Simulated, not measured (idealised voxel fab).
Name of the process module below: voxel quadruple lines
Each square cell in cross-section cut measures 5 nm, and the section as a whole is 160 nm wide.
Cross-section layout: square cells on a grid; listed as bands, top to bottom; a band spans one or more cell rows. A band entry consists of two parts. The first gives the height of the band's top and the height of its bottom, in nm. The rest lists the band's materials from left to right, each with its width in nm. A single material labelled with the word "full width" fills the band from edge to edge, and the word "blank" marks empty space. Heights are expressed relative to 0, this being the level below which the as-received wafer comprises one material exclusively. The lowest band is unbounded in the downward direction and is denoted as in "0 down". A width such as "30->40" changes by the same amount from each row of cells to the next, from the band's top row to its bottom row. "no alterations made" for a step: no cell of the cross-section changed in that step. Under "Closed empty spaces" you'll find the enclosed gaps, the ones with no way out to the top, that are 8 cells or bigger; each reads width x height at distance, with distance counted from the left edge, everything in nm. Formally, on a step line, whatever follows the settings is a remark that the simulator itself makes on the step. overlay nm, on a step with a mask: how far to the right of its planned place the mask lay; to the left if negative.

**Planned process steps**
1,RECEIVE (material Si)
2,CONFORMAL_DEP (material Al2O3; thk nm 5)
3,DIRECTIONAL_DEP (material W; thk nm 10)
4,DIRECTIONAL_DEP (material polySi; thk nm 20)
5,DIRECTIONAL_DEP (material aC; thk nm 20)
6,PATTERN (tone cover; mask id MANDREL; material resist; width nm 20; pitch nm 60; thk nm 25; overlay nm 0)
7,DIRECTIONAL_ETCH (etch materials aC; depth nm 20)
8,STRIP (etch materials resist)
9,CONFORMAL_DEP (material SiO2; thk nm 10)
10,DIRECTIONAL_ETCH (etch materials SiO2; depth nm 10)
11,STRIP (etch materials aC)
12,DIRECTIONAL_ETCH (etch materials polySi; depth nm 20)
13,STRIP (etch materials SiO2)
14,CONFORMAL_DEP (material SiN; thk nm 5)
15,DIRECTIONAL_ETCH (etch materials SiN; depth nm 5)
16,STRIP (etch materials polySi)
17,DIRECTIONAL_ETCH (etch materials W; depth nm 10)
18,STRIP (etch materials SiN)

**Wafer cross-section on receipt, i.e. after step 1**
> 0 down | Si full width
> Closed empty spaces: none

**End state of the module in cross-section, given the above starting point and plan and one mistake in execution**
> 55 to 35 | Al2O3 full width
> 35 to 15 | polySi full width
> 15 to 5 | W full width
> 5 to 0 | Al2O3 full width
> 0 down | Si full width
> Closed empty spaces: none
What was done differently from what was planned? step 5 was run on a setting that differed from the plan, and what really ran there is DIRECTIONAL_DEP (material Al2O3; thk nm 20)
